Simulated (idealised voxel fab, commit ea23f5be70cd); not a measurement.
process module | voxel transistor to metal
cross-section cut | 285 nm wide | cells 5 nm
A cross-section is a grid of square cells, given in bands from the top down. A band is one or more rows of cells.
Each band's line starts with the height of the band's top and of its bottom, in nm. Then come its materials from left to right, each with its width in nm. One material with "throughout" fills the band from edge to edge. "air" is empty space.
Height 0 is the level under which the wafer as received is all one material. The lowest band goes on downwards, as in "0 down".
A width such as "30 to 40" changes by the same amount from each row of cells to the next, from the band's top row to its bottom row.
"no change" after a step means that no cell of the cross-section changed.
closed voids: empty space of 8 cells or more with no open way to the top, each as width x height at its distance from the left edge, in nm
after a step's settings: what the simulator itself notes on the step
overlay nm, on a step with a mask: how far to the right of its planned place the mask lay; to the left if negative
plan
1 op RECEIVE | material Si
2 op CONFORMAL_DEP | material SiO2 | thk nm 5
3 op CONFORMAL_DEP | material SiN | thk nm 10
4 op PATTERN | tone cover | mask id ACTIVE | material resist | width nm 105 | pitch nm 135 | thk nm 20 | overlay nm 0
5 op DIRECTIONAL_ETCH | etch materials SiN | depth nm 10
6 op DIRECTIONAL_ETCH | etch materials SiO2 | depth nm 5
7 op DIRECTIONAL_ETCH | etch materials Si | depth nm 35
8 op STRIP | etch materials resist
9 op OXIDIZE | depth nm 5
10 op FILL_DEP | material SiO2 | thk nm 10
11 op CMP | height nm 15
12 op SELECTIVE_ETCH | etch materials SiO2 | depth nm 10
13 op STRIP | etch materials SiN
14 op SELECTIVE_ETCH | etch materials SiO2 | depth nm 5
15 op OXIDIZE | depth nm 5
16 op DIRECTIONAL_DEP | material polySi | thk nm 25
17 op DIRECTIONAL_DEP | material SiCN | thk nm 15
18 op MASKED_ETCH | tone cover | mask id GATE | width nm 25 | pitch nm 135 | etch materials SiCN | depth nm 25 | overlay nm 0
19 op MASKED_ETCH | tone cover | mask id GATE | width nm 25 | pitch nm 135 | etch materials polySi | depth nm 35 | overlay nm 0
20 op CONFORMAL_DEP | material SiN | thk nm 5
21 op DIRECTIONAL_ETCH | etch materials SiN | depth nm 5
22 op DIRECTIONAL_ETCH | etch materials SiO2 | depth nm 5
23 op DIRECTIONAL_ETCH | etch materials Si | depth nm 10
24 op EPI | material nSi | thk nm 10
25 op FILL_DEP | material SiO2 | thk nm 5
26 op CMP | height nm 40
27 op DIRECTIONAL_DEP | material SiO2 | thk nm 15
28 op PATTERN | tone open | mask id CONTACT | material resist | width nm 15 | thk nm 20 | overlay nm 0
29 op DIRECTIONAL_ETCH | etch materials SiO2 | depth nm 60
30 op STRIP | etch materials resist
31 op CONFORMAL_DEP | material TiN | thk nm 5
32 op FILL_DEP | material W | thk nm 5
33 op CMP | height nm 55
34 op CONFORMAL_DEP | material SiCN | thk nm 5
35 op DIRECTIONAL_DEP | material lowk | thk nm 25
36 op PATTERN | tone open | mask id METAL_1 | material resist | width nm 15 | thk nm 15 | overlay nm 0
37 op DIRECTIONAL_ETCH | etch materials lowk | depth nm 25
38 op DIRECTIONAL_ETCH | etch materials SiCN | depth nm 5
39 op STRIP | etch materials resist
40 op CONFORMAL_DEP | material TiN | thk nm 5
41 op FILL_DEP | material Ru | thk nm 10
42 op CMP | height nm 85
43 op CONFORMAL_DEP | material SiCN | thk nm 5
first wafer, as planned
as received, after step 1
  0 down: Si throughout
  closed voids: none
after step 2
  5 to 0: SiO2 throughout
  below 0: unchanged
after step 3
  15 to 5: SiN throughout
  below 5: unchanged
after step 4
  35 to 15: air 20 | resist 105 | air 30 | resist 105 | air 25
  below 15: unchanged
after step 5
  35 to 15: air 20 | resist 105 | air 30 | resist 105 | air 25
  15 to 5: air 20 | SiN 105 | air 30 | SiN 105 | air 25
  below 5: unchanged
after step 6
  35 to 15: air 20 | resist 105 | air 30 | resist 105 | air 25
  15 to 5: air 20 | SiN 105 | air 30 | SiN 105 | air 25
  5 to 0: air 20 | SiO2 105 | air 30 | SiO2 105 | air 25
  below 0: unchanged
after step 7
  35 to 15: air 20 | resist 105 | air 30 | resist 105 | air 25
  15 to 5: air 20 | SiN 105 | air 30 | SiN 105 | air 25
  5 to 0: air 20 | SiO2 105 | air 30 | SiO2 105 | air 25
  0 to -35: air 20 | Si 105 | air 30 | Si 105 | air 25
  below -35: unchanged
after step 8
  15 to 5: air 20 | SiN 105 | air 30 | SiN 105 | air 25
  below 5: unchanged
after step 9
  15 to 5: air 20 | SiN 105 | air 30 | SiN 105 | air 25
  5 to 0: air 20 | SiO2 105 | air 30 | SiO2 105 | air 25
  0 to -35: air 20 | SiO2 5 | Si 95 | SiO2 5 | air 30 | SiO2 5 | Si 95 | SiO2 5 | air 25
  -35 to -40: SiO2 25 | Si 95 | SiO2 40 | Si 95 | SiO2 30
  below -40: unchanged
after step 10
  25 to 15: SiO2 throughout
  15 to 5: SiO2 20 | SiN 105 | SiO2 30 | SiN 105 | SiO2 25
  5 to 0: SiO2 throughout
  0 to -40: SiO2 25 | Si 95 | SiO2 40 | Si 95 | SiO2 30
  below -40: unchanged
after step 11
  15 to 5: SiO2 20 | SiN 105 | SiO2 30 | SiN 105 | SiO2 25
  below 5: unchanged
after step 12
  15 to 5: air 20 | SiN 105 | air 30 | SiN 105 | air 25
  below 5: unchanged
after step 13
  5 to 0: SiO2 throughout
  below 0: unchanged
after step 14
  0 to -40: SiO2 25 | Si 95 | SiO2 40 | Si 95 | SiO2 30
  below -40: unchanged
after step 15
  0 to -5: SiO2 throughout
  below -5: unchanged
after step 16
  25 to 0: polySi throughout
  below 0: unchanged
after step 17
  40 to 25: SiCN throughout
  below 25: unchanged
after step 18
  40 to 25: air 60 | SiCN 25 | air 110 | SiCN 25 | air 65
  below 25: unchanged
after step 19
  40 to 25: air 60 | SiCN 25 | air 110 | SiCN 25 | air 65
  25 to 0: air 60 | polySi 25 | air 110 | polySi 25 | air 65
  below 0: unchanged
after step 20
  45 to 40: air 55 | SiN 35 | air 100 | SiN 35 | air 60
  40 to 25: air 55 | SiN 5 | SiCN 25 | SiN 5 | air 100 | SiN 5 | SiCN 25 | SiN 5 | air 60
  25 to 5: air 55 | SiN 5 | polySi 25 | SiN 5 | air 100 | SiN 5 | polySi 25 | SiN 5 | air 60
  5 to 0: SiN 60 | polySi 25 | SiN 110 | polySi 25 | SiN 65
  below 0: unchanged
after step 21
  40 to 25: air 55 | SiN 5 | SiCN 25 | SiN 5 | air 100 | SiN 5 | SiCN 25 | SiN 5 | air 60
  25 to 0: air 55 | SiN 5 | polySi 25 | SiN 5 | air 100 | SiN 5 | polySi 25 | SiN 5 | air 60
  below 0: unchanged
after step 22
  40 to 25: air 55 | SiN 5 | SiCN 25 | SiN 5 | air 100 | SiN 5 | SiCN 25 | SiN 5 | air 60
  25 to 0: air 55 | SiN 5 | polySi 25 | SiN 5 | air 100 | SiN 5 | polySi 25 | SiN 5 | air 60
  0 to -5: air 55 | SiO2 35 | air 100 | SiO2 35 | air 60
  below -5: unchanged
after step 23
  40 to 25: air 55 | SiN 5 | SiCN 25 | SiN 5 | air 100 | SiN 5 | SiCN 25 | SiN 5 | air 60
  25 to 0: air 55 | SiN 5 | polySi 25 | SiN 5 | air 100 | SiN 5 | polySi 25 | SiN 5 | air 60
  0 to -5: air 55 | SiO2 35 | air 100 | SiO2 35 | air 60
  -5 to -15: SiO2 25 | air 30 | Si 35 | air 30 | SiO2 40 | air 30 | Si 35 | air 30 | SiO2 30
  below -15: unchanged
after step 24
  40 to 25: air 55 | SiN 5 | SiCN 25 | SiN 5 | air 100 | SiN 5 | SiCN 25 | SiN 5 | air 60
  25 to 5: air 55 | SiN 5 | polySi 25 | SiN 5 | air 100 | SiN 5 | polySi 25 | SiN 5 | air 60
  5 to 0: air 45 | nSi 10 | SiN 5 | polySi 25 | SiN 5 | nSi 10 | air 80 | nSi 10 | SiN 5 | polySi 25 | SiN 5 | nSi 10 | air 50
  0 to -5: air 45 | nSi 10 | SiO2 35 | nSi 10 | air 80 | nSi 10 | SiO2 35 | nSi 10 | air 50
  -5 to -15: SiO2 25 | nSi 30 | Si 35 | nSi 30 | SiO2 40 | nSi 30 | Si 35 | nSi 30 | SiO2 30
  below -15: unchanged
after step 25
  45 to 40: SiO2 throughout
  40 to 25: SiO2 55 | SiN 5 | SiCN 25 | SiN 5 | SiO2 100 | SiN 5 | SiCN 25 | SiN 5 | SiO2 60
  25 to 5: SiO2 55 | SiN 5 | polySi 25 | SiN 5 | SiO2 100 | SiN 5 | polySi 25 | SiN 5 | SiO2 60
  5 to 0: SiO2 45 | nSi 10 | SiN 5 | polySi 25 | SiN 5 | nSi 10 | SiO2 80 | nSi 10 | SiN 5 | polySi 25 | SiN 5 | nSi 10 | SiO2 50
  0 to -5: SiO2 45 | nSi 10 | SiO2 35 | nSi 10 | SiO2 80 | nSi 10 | SiO2 35 | nSi 10 | SiO2 50
  below -5: unchanged
after step 26
  40 to 25: SiO2 55 | SiN 5 | SiCN 25 | SiN 5 | SiO2 100 | SiN 5 | SiCN 25 | SiN 5 | SiO2 60
  below 25: unchanged
after step 27
  55 to 40: SiO2 throughout
  below 40: unchanged
after step 28
  75 to 55: resist 25 | air 15 | resist 65 | air 15 | resist 40 | air 15 | resist 65 | air 15 | resist 30
  below 55: unchanged
after step 29
  75 to 55: resist 25 | air 15 | resist 65 | air 15 | resist 40 | air 15 | resist 65 | air 15 | resist 30
  55 to 40: SiO2 25 | air 15 | SiO2 65 | air 15 | SiO2 40 | air 15 | SiO2 65 | air 15 | SiO2 30
  40 to 25: SiO2 25 | air 15 | SiO2 15 | SiN 5 | SiCN 25 | SiN 5 | SiO2 15 | air 15 | SiO2 40 | air 15 | SiO2 15 | SiN 5 | SiCN 25 | SiN 5 | SiO2 15 | air 15 | SiO2 30
  25 to 5: SiO2 25 | air 15 | SiO2 15 | SiN 5 | polySi 25 | SiN 5 | SiO2 15 | air 15 | SiO2 40 | air 15 | SiO2 15 | SiN 5 | polySi 25 | SiN 5 | SiO2 15 | air 15 | SiO2 30
  5 to 0: SiO2 25 | air 15 | SiO2 5 | nSi 10 | SiN 5 | polySi 25 | SiN 5 | nSi 10 | SiO2 5 | air 15 | SiO2 40 | air 15 | SiO2 5 | nSi 10 | SiN 5 | polySi 25 | SiN 5 | nSi 10 | SiO2 5 | air 15 | SiO2 30
  0 to -5: SiO2 25 | air 15 | SiO2 5 | nSi 10 | SiO2 35 | nSi 10 | SiO2 5 | air 15 | SiO2 40 | air 15 | SiO2 5 | nSi 10 | SiO2 35 | nSi 10 | SiO2 5 | air 15 | SiO2 30
  below -5: unchanged
after step 30
  55 to 40: SiO2 25 | air 15 | SiO2 65 | air 15 | SiO2 40 | air 15 | SiO2 65 | air 15 | SiO2 30
  below 40: unchanged
after step 31
  60 to 55: TiN 30 | air 5 | TiN 75 | air 5 | TiN 50 | air 5 | TiN 75 | air 5 | TiN 35
  55 to 40: SiO2 25 | TiN 5 | air 5 | TiN 5 | SiO2 65 | TiN 5 | air 5 | TiN 5 | SiO2 40 | TiN 5 | air 5 | TiN 5 | SiO2 65 | TiN 5 | air 5 | TiN 5 | SiO2 30
  40 to 25: SiO2 25 | TiN 5 | air 5 | TiN 5 | SiO2 15 | SiN 5 | SiCN 25 | SiN 5 | SiO2 15 | TiN 5 | air 5 | TiN 5 | SiO2 40 | TiN 5 | air 5 | TiN 5 | SiO2 15 | SiN 5 | SiCN 25 | SiN 5 | SiO2 15 | TiN 5 | air 5 | TiN 5 | SiO2 30
  25 to 5: SiO2 25 | TiN 5 | air 5 | TiN 5 | SiO2 15 | SiN 5 | polySi 25 | SiN 5 | SiO2 15 | TiN 5 | air 5 | TiN 5 | SiO2 40 | TiN 5 | air 5 | TiN 5 | SiO2 15 | SiN 5 | polySi 25 | SiN 5 | SiO2 15 | TiN 5 | air 5 | TiN 5 | SiO2 30
  5 to 0: SiO2 25 | TiN 5 | air 5 | TiN 5 | SiO2 5 | nSi 10 | SiN 5 | polySi 25 | SiN 5 | nSi 10 | SiO2 5 | TiN 5 | air 5 | TiN 5 | SiO2 40 | TiN 5 | air 5 | TiN 5 | SiO2 5 | nSi 10 | SiN 5 | polySi 25 | SiN 5 | nSi 10 | SiO2 5 | TiN 5 | air 5 | TiN 5 | SiO2 30
  0 to -5: SiO2 25 | TiN 15 | SiO2 5 | nSi 10 | SiO2 35 | nSi 10 | SiO2 5 | TiN 15 | SiO2 40 | TiN 15 | SiO2 5 | nSi 10 | SiO2 35 | nSi 10 | SiO2 5 | TiN 15 | SiO2 30
  below -5: unchanged
after step 32
  65 to 60: W throughout
  60 to 55: TiN 30 | W 5 | TiN 75 | W 5 | TiN 50 | W 5 | TiN 75 | W 5 | TiN 35
  55 to 40: SiO2 25 | TiN 5 | W 5 | TiN 5 | SiO2 65 | TiN 5 | W 5 | TiN 5 | SiO2 40 | TiN 5 | W 5 | TiN 5 | SiO2 65 | TiN 5 | W 5 | TiN 5 | SiO2 30
  40 to 25: SiO2 25 | TiN 5 | W 5 | TiN 5 | SiO2 15 | SiN 5 | SiCN 25 | SiN 5 | SiO2 15 | TiN 5 | W 5 | TiN 5 | SiO2 40 | TiN 5 | W 5 | TiN 5 | SiO2 15 | SiN 5 | SiCN 25 | SiN 5 | SiO2 15 | TiN 5 | W 5 | TiN 5 | SiO2 30
  25 to 5: SiO2 25 | TiN 5 | W 5 | TiN 5 | SiO2 15 | SiN 5 | polySi 25 | SiN 5 | SiO2 15 | TiN 5 | W 5 | TiN 5 | SiO2 40 | TiN 5 | W 5 | TiN 5 | SiO2 15 | SiN 5 | polySi 25 | SiN 5 | SiO2 15 | TiN 5 | W 5 | TiN 5 | SiO2 30
  5 to 0: SiO2 25 | TiN 5 | W 5 | TiN 5 | SiO2 5 | nSi 10 | SiN 5 | polySi 25 | SiN 5 | nSi 10 | SiO2 5 | TiN 5 | W 5 | TiN 5 | SiO2 40 | TiN 5 | W 5 | TiN 5 | SiO2 5 | nSi 10 | SiN 5 | polySi 25 | SiN 5 | nSi 10 | SiO2 5 | TiN 5 | W 5 | TiN 5 | SiO2 30
  below 0: unchanged
after step 33
  55 to 40: SiO2 25 | TiN 5 | W 5 | TiN 5 | SiO2 65 | TiN 5 | W 5 | TiN 5 | SiO2 40 | TiN 5 | W 5 | TiN 5 | SiO2 65 | TiN 5 | W 5 | TiN 5 | SiO2 30
  below 40: unchanged
after step 34
  60 to 55: SiCN throughout
  below 55: unchanged
after step 35
  85 to 60: lowk throughout
  below 60: unchanged
after step 36
  100 to 85: resist 25 | air 15 | resist 65 | air 15 | resist 40 | air 15 | resist 65 | air 15 | resist 30
  below 85: unchanged
after step 37
  100 to 85: resist 25 | air 15 | resist 65 | air 15 | resist 40 | air 15 | resist 65 | air 15 | resist 30
  85 to 60: lowk 25 | air 15 | lowk 65 | air 15 | lowk 40 | air 15 | lowk 65 | air 15 | lowk 30
  below 60: unchanged
after step 38
  100 to 85: resist 25 | air 15 | resist 65 | air 15 | resist 40 | air 15 | resist 65 | air 15 | resist 30
  85 to 60: lowk 25 | air 15 | lowk 65 | air 15 | lowk 40 | air 15 | lowk 65 | air 15 | lowk 30
  60 to 55: SiCN 25 | air 15 | SiCN 65 | air 15 | SiCN 40 | air 15 | SiCN 65 | air 15 | SiCN 30
  below 55: unchanged
after step 39
  85 to 60: lowk 25 | air 15 | lowk 65 | air 15 | lowk 40 | air 15 | lowk 65 | air 15 | lowk 30
  below 60: unchanged
after step 40
  90 to 85: TiN 30 | air 5 | TiN 75 | air 5 | TiN 50 | air 5 | TiN 75 | air 5 | TiN 35
  85 to 60: lowk 25 | TiN 5 | air 5 | TiN 5 | lowk 65 | TiN 5 | air 5 | TiN 5 | lowk 40 | TiN 5 | air 5 | TiN 5 | lowk 65 | TiN 5 | air 5 | TiN 5 | lowk 30
  60 to 55: SiCN 25 | TiN 15 | SiCN 65 | TiN 15 | SiCN 40 | TiN 15 | SiCN 65 | TiN 15 | SiCN 30
  below 55: unchanged
after step 41
  100 to 90: Ru throughout
  90 to 85: TiN 30 | Ru 5 | TiN 75 | Ru 5 | TiN 50 | Ru 5 | TiN 75 | Ru 5 | TiN 35
  85 to 60: lowk 25 | TiN 5 | Ru 5 | TiN 5 | lowk 65 | TiN 5 | Ru 5 | TiN 5 | lowk 40 | TiN 5 | Ru 5 | TiN 5 | lowk 65 | TiN 5 | Ru 5 | TiN 5 | lowk 30
  below 60: unchanged
after step 42
  85 to 60: lowk 25 | TiN 5 | Ru 5 | TiN 5 | lowk 65 | TiN 5 | Ru 5 | TiN 5 | lowk 40 | TiN 5 | Ru 5 | TiN 5 | lowk 65 | TiN 5 | Ru 5 | TiN 5 | lowk 30
  below 60: unchanged
after step 43
  90 to 85: SiCN throughout
  below 85: unchanged
second wafer: like start, like plan, one mistake. Through step 33 it matches the first wafer
when step 34 should have ended
  70 to 55: SiCN throughout
  below 55: unchanged
when step 35 should have ended
  95 to 70: lowk throughout
  below 70: unchanged
when step 36 should have ended
  110 to 95: resist 25 | air 15 | resist 65 | air 15 | resist 40 | air 15 | resist 65 | air 15 | resist 30
  below 95: unchanged
when step 37 should have ended
  110 to 95: resist 25 | air 15 | resist 65 | air 15 | resist 40 | air 15 | resist 65 | air 15 | resist 30
  95 to 70: lowk 25 | air 15 | lowk 65 | air 15 | lowk 40 | air 15 | lowk 65 | air 15 | lowk 30
  below 70: unchanged
when step 38 should have ended
  110 to 95: resist 25 | air 15 | resist 65 | air 15 | resist 40 | air 15 | resist 65 | air 15 | resist 30
  95 to 70: lowk 25 | air 15 | lowk 65 | air 15 | lowk 40 | air 15 | lowk 65 | air 15 | lowk 30
  70 to 65: SiCN 25 | air 15 | SiCN 65 | air 15 | SiCN 40 | air 15 | SiCN 65 | air 15 | SiCN 30
  below 65: unchanged
when step 39 should have ended
  95 to 70: lowk 25 | air 15 | lowk 65 | air 15 | lowk 40 | air 15 | lowk 65 | air 15 | lowk 30
  below 70: unchanged
when step 40 should have ended
  100 to 95: TiN 30 | air 5 | TiN 75 | air 5 | TiN 50 | air 5 | TiN 75 | air 5 | TiN 35
  95 to 70: lowk 25 | TiN 5 | air 5 | TiN 5 | lowk 65 | TiN 5 | air 5 | TiN 5 | lowk 40 | TiN 5 | air 5 | TiN 5 | lowk 65 | TiN 5 | air 5 | TiN 5 | lowk 30
  70 to 65: SiCN 25 | TiN 15 | SiCN 65 | TiN 15 | SiCN 40 | TiN 15 | SiCN 65 | TiN 15 | SiCN 30
  below 65: unchanged
when step 41 should have ended
  110 to 100: Ru throughout
  100 to 95: TiN 30 | Ru 5 | TiN 75 | Ru 5 | TiN 50 | Ru 5 | TiN 75 | Ru 5 | TiN 35
  95 to 70: lowk 25 | TiN 5 | Ru 5 | TiN 5 | lowk 65 | TiN 5 | Ru 5 | TiN 5 | lowk 40 | TiN 5 | Ru 5 | TiN 5 | lowk 65 | TiN 5 | Ru 5 | TiN 5 | lowk 30
  below 70: unchanged
when step 42 should have ended
  85 to 70: lowk 25 | TiN 5 | Ru 5 | TiN 5 | lowk 65 | TiN 5 | Ru 5 | TiN 5 | lowk 40 | TiN 5 | Ru 5 | TiN 5 | lowk 65 | TiN 5 | Ru 5 | TiN 5 | lowk 30
  below 70: unchanged
when step 43 should have ended
  90 to 85: SiCN throughout
  below 85: unchanged
what went wrong: step 34 ran as: op CONFORMAL_DEP | material SiCN | thk nm 15
at the end the second wafer has, in cells: 8 fewer of Ru | 114 more of SiCN | 16 fewer of TiN | 90 fewer of lowk
